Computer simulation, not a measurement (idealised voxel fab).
process module | voxel released beams
Each square cell in cross-section cut measures 5 nm, and the section as a whole is 145 nm wide.
Notation: cross-section as square-cell grid; stated in bands, top first, going down; one or more cell rows per band. Look at the band entry: it leads with the top's height and the bottom's height in nm. Then it lists the materials left to right, with a width in nm for each. The word "full width" on a single material says that material fills the band edge to edge. The word "air" is empty space. Height 0 is the level under which the wafer as received is all one material. The lowest band goes on downwards, as in "0 and below". A width such as "30 to 40" changes by the same amount from each row of cells to the next, from the band's top row to its bottom row. Step note "no alteration" = no cross-section cell changed. Empty spaces counting at least 8 cells and having no open way to the top are listed in "Enclosed cavity list". The notation width x height at distance is used for each, the distance being from the left edge and all three values in nm. Whatever follows a step's settings on its line is a remark the simulator itself makes about that step. "overlay nm" denotes, for a step that has a mask, the displacement of the mask to the right of its planned place, with negative values corresponding to the left.

List of planned process steps
- 1: RECEIVE [material Si]
- 2: CONFORMAL_DEP [material Al2O3] [thk nm 10]
- 3: DIRECTIONAL_DEP [material SiO2] [thk nm 15]
- 4: DIRECTIONAL_DEP [material aC] [thk nm 10]
- 5: PATTERN [tone open] [mask id ANCHOR] [material resist] [width nm 45] [thk nm 25] [overlay nm 0]
- 6: DIRECTIONAL_ETCH [etch materials aC] [depth nm 10]
- 7: STRIP [etch materials resist]
- 8: DIRECTIONAL_ETCH [etch materials SiO2] [depth nm 15]
- 9: STRIP [etch materials aC]
- 10: CONFORMAL_DEP [material polySi] [thk nm 15]
- 11: PATTERN [tone cover] [mask id BEAM] [material resist] [width nm 110] [thk nm 20] [overlay nm 0]
- 12: DIRECTIONAL_ETCH [etch materials polySi] [depth nm 15]
- 13: STRIP [etch materials resist]
- 14: STRIP [etch materials SiO2]

As received (post step 1): cross-section
> 0 and below: Si full width
> Enclosed cavity list: none

End-of-module XS, first of two wafers, run as planned
> 40 down to 25: air: 15 | polySi: 20 | air: 15 | polySi: 75 | air: 20
> 25 down to 10: air: 20 | polySi: 45 | air: 80
> 10 down to 0: Al2O3 full width
> 0 and below: Si full width
> Enclosed cavity list: none

Here is the second of the two wafers cut open at the end of the module - same start, same plan as the first one, but we made one mistake running it
> 40 down to 25: air: 15 | polySi: 65 | air: 65
> 25 down to 10: air: 5 | polySi: 15 | SiO2: 45 | polySi: 60 | air: 20
> 10 down to 0: Al2O3 full width
> 0 and below: Si full width
> Enclosed cavity list: none
Run error: note that step 5 departed from the planned setting and was carried out as PATTERN [tone cover] [mask id ANCHOR] [material resist] [width nm 45] [thk nm 25] [overlay nm 0]
End of process, cell counts, second wafer against first, materials with more or fewer: SiO2: 27 more
